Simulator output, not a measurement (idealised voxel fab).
process module | voxel double patterning
cross-section cut | 180 nm wide | cells 5 nm
A cross-section is a grid of square cells, given in bands from the top down. A band is one or more rows of cells.
Each band's line starts with the height of the band's top and of its bottom, in nm. Then come its materials from left to right, each with its width in nm. One material with "throughout" fills the band from edge to edge. "air" is empty space.
Height 0 is the level under which the wafer as received is all one material. The lowest band goes on downwards, as in "0 down".
A width such as "30 to 40" changes by the same amount from each row of cells to the next, from the band's top row to its bottom row.
"no change" after a step means that no cell of the cross-section changed.
closed voids: empty space of 8 cells or more with no open way to the top, each as width x height at its distance from the left edge, in nm
after a step's settings: what the simulator itself notes on the step
overlay nm, on a step with a mask: how far to the right of its planned place the mask lay; to the left if negative
plan
1 op RECEIVE | material Si
2 op CONFORMAL_DEP | material SiO2 | thk nm 10
3 op DIRECTIONAL_DEP | material polySi | thk nm 10
4 op DIRECTIONAL_DEP | material SiN | thk nm 10
5 op MASKED_ETCH | tone open | mask id FIRST | width nm 15 | pitch nm 50 | etch materials SiN | depth nm 10 | overlay nm 0
6 op DIRECTIONAL_DEP | material aC | thk nm 15
7 op PATTERN | tone open | mask id SECOND | material resist | width nm 15 | thk nm 35 | overlay nm 0
8 op DIRECTIONAL_ETCH | etch materials aC | depth nm 15
9 op STRIP | etch materials resist
10 op DIRECTIONAL_ETCH | etch materials SiN | depth nm 10
11 op STRIP | etch materials aC
12 op DIRECTIONAL_ETCH | etch materials polySi | depth nm 10
13 op STRIP | etch materials SiN
first wafer, as planned
as received, after step 1
  0 down: Si throughout
  closed voids: none
after step 2
  10 to 0: SiO2 throughout
  below 0: unchanged
after step 3
  20 to 10: polySi throughout
  below 10: unchanged
after step 4
  30 to 20: SiN throughout
  below 20: unchanged
after step 5
  30 to 20: SiN 55 | air 15 | SiN 35 | air 15 | SiN 60
  below 20: unchanged
after step 6
  45 to 35: aC 55 | air 15 | aC 35 | air 15 | aC 60
  35 to 30: aC throughout
  30 to 20: SiN 55 | aC 15 | SiN 35 | aC 15 | SiN 60
  below 20: unchanged
after step 7
  80 to 45: resist 80 | air 15 | resist 85
  45 to 35: aC 55 | resist 15 | aC 35 | resist 15 | aC 60
  below 35: unchanged
after step 8
  65 to 45: resist 80 | air 15 | resist 85
  45 to 35: aC 55 | resist 15 | aC 10 | air 15 | aC 10 | resist 15 | aC 60
  35 to 30: aC 80 | air 15 | aC 85
  below 30: unchanged
after step 9
  45 to 35: aC 55 | air 15 | aC 10 | air 15 | aC 10 | air 15 | aC 60
  below 35: unchanged
after step 10
  45 to 35: aC 55 | air 15 | aC 10 | air 15 | aC 10 | air 15 | aC 60
  35 to 30: aC 80 | air 15 | aC 85
  30 to 20: SiN 55 | aC 15 | SiN 10 | air 15 | SiN 10 | aC 15 | SiN 60
  below 20: unchanged
after step 11
  30 to 20: SiN 55 | air 15 | SiN 10 | air 15 | SiN 10 | air 15 | SiN 60
  below 20: unchanged
after step 12
  30 to 20: SiN 55 | air 15 | SiN 10 | air 15 | SiN 10 | air 15 | SiN 60
  20 to 10: polySi 55 | air 15 | polySi 10 | air 15 | polySi 10 | air 15 | polySi 60
  below 10: unchanged
after step 13
  20 to 10: polySi 55 | air 15 | polySi 10 | air 15 | polySi 10 | air 15 | polySi 60
  below 10: unchanged
second wafer: like start, like plan, one mistake. Through step 6 it matches the first wafer
when step 7 should have ended
  80 to 45: air 80 | resist 15 | air 85
  below 45: unchanged
when step 8 should have ended
  65 to 45: air 80 | resist 15 | air 85
  45 to 30: air 80 | aC 15 | air 85
  30 to 20: SiN 55 | air 15 | SiN 35 | air 15 | SiN 60
  below 20: unchanged
when step 9 should have ended
  45 to 30: air 80 | aC 15 | air 85
  below 30: unchanged
when step 10 should have ended
  45 to 30: air 80 | aC 15 | air 85
  30 to 20: air 80 | SiN 15 | air 85
  below 20: unchanged
when step 11 should have ended
  30 to 20: air 80 | SiN 15 | air 85
  below 20: unchanged
when step 12 should have ended
  30 to 20: air 80 | SiN 15 | air 85
  20 to 10: air 80 | polySi 15 | air 85
  below 10: unchanged
when step 13 should have ended
  20 to 10: air 80 | polySi 15 | air 85
  below 10: unchanged
what went wrong: step 7 ran as: op PATTERN | tone cover | mask id SECOND | material resist | width nm 15 | thk nm 35 | overlay nm 0
at the end the second wafer has, in cells: 48 fewer of polySi
